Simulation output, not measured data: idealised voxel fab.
process module | voxel quadruple lines
cross-section cut | 300 nm wide | cells 5 nm
A cross-section is a grid of square cells, given in bands from the top down. A band is one or more rows of cells.
Each band's line starts with the height of the band's top and of its bottom, in nm. Then come its materials from left to right, each with its width in nm. One material with "throughout" fills the band from edge to edge. "air" is empty space.
Height 0 is the level under which the wafer as received is all one material. The lowest band goes on downwards, as in "0 down".
A width such as "30 to 40" changes by the same amount from each row of cells to the next, from the band's top row to its bottom row.
"no change" after a step means that no cell of the cross-section changed.
closed voids: empty space of 8 cells or more with no open way to the top, each as width x height at its distance from the left edge, in nm
after a step's settings: what the simulator itself notes on the step
overlay nm, on a step with a mask: how far to the right of its planned place the mask lay; to the left if negative
plan
1 op RECEIVE | material Si
2 op CONFORMAL_DEP | material Al2O3 | thk nm 5
3 op DIRECTIONAL_DEP | material TiN | thk nm 10
4 op DIRECTIONAL_DEP | material polySi | thk nm 15
5 op DIRECTIONAL_DEP | material aC | thk nm 25
6 op PATTERN | tone cover | mask id MANDREL | material resist | width nm 35 | pitch nm 100 | thk nm 30 | overlay nm 0
7 op DIRECTIONAL_ETCH | etch materials aC | depth nm 25
8 op STRIP | etch materials resist
9 op CONFORMAL_DEP | material SiO2 | thk nm 15
10 op DIRECTIONAL_ETCH | etch materials SiO2 | depth nm 15
11 op STRIP | etch materials aC
12 op DIRECTIONAL_ETCH | etch materials polySi | depth nm 15
13 op STRIP | etch materials SiO2
14 op CONFORMAL_DEP | material SiCN | thk nm 10
15 op DIRECTIONAL_ETCH | etch materials SiCN | depth nm 10
16 op STRIP | etch materials polySi
17 op DIRECTIONAL_ETCH | etch materials TiN | depth nm 10
18 op STRIP | etch materials SiCN
as received, after step 1
  0 down: Si throughout
  closed voids: none
a wafer at the end: this start, this plan, one mistake
  15 to 5: air 60 | TiN 10 | air 15 | TiN 10 | air 10 | TiN 10 | air 15 | TiN 10 | air 20 | TiN 10 | air 15 | TiN 10 | air 10 | TiN 10 | air 15 | TiN 10 | air 60
  5 to 0: Al2O3 throughout
  0 down: Si throughout
  closed voids: none
what went wrong: step 6 ran as: op PATTERN | tone cover | mask id MANDREL | material resist | width nm 30 | pitch nm 100 | thk nm 30 | overlay nm 0
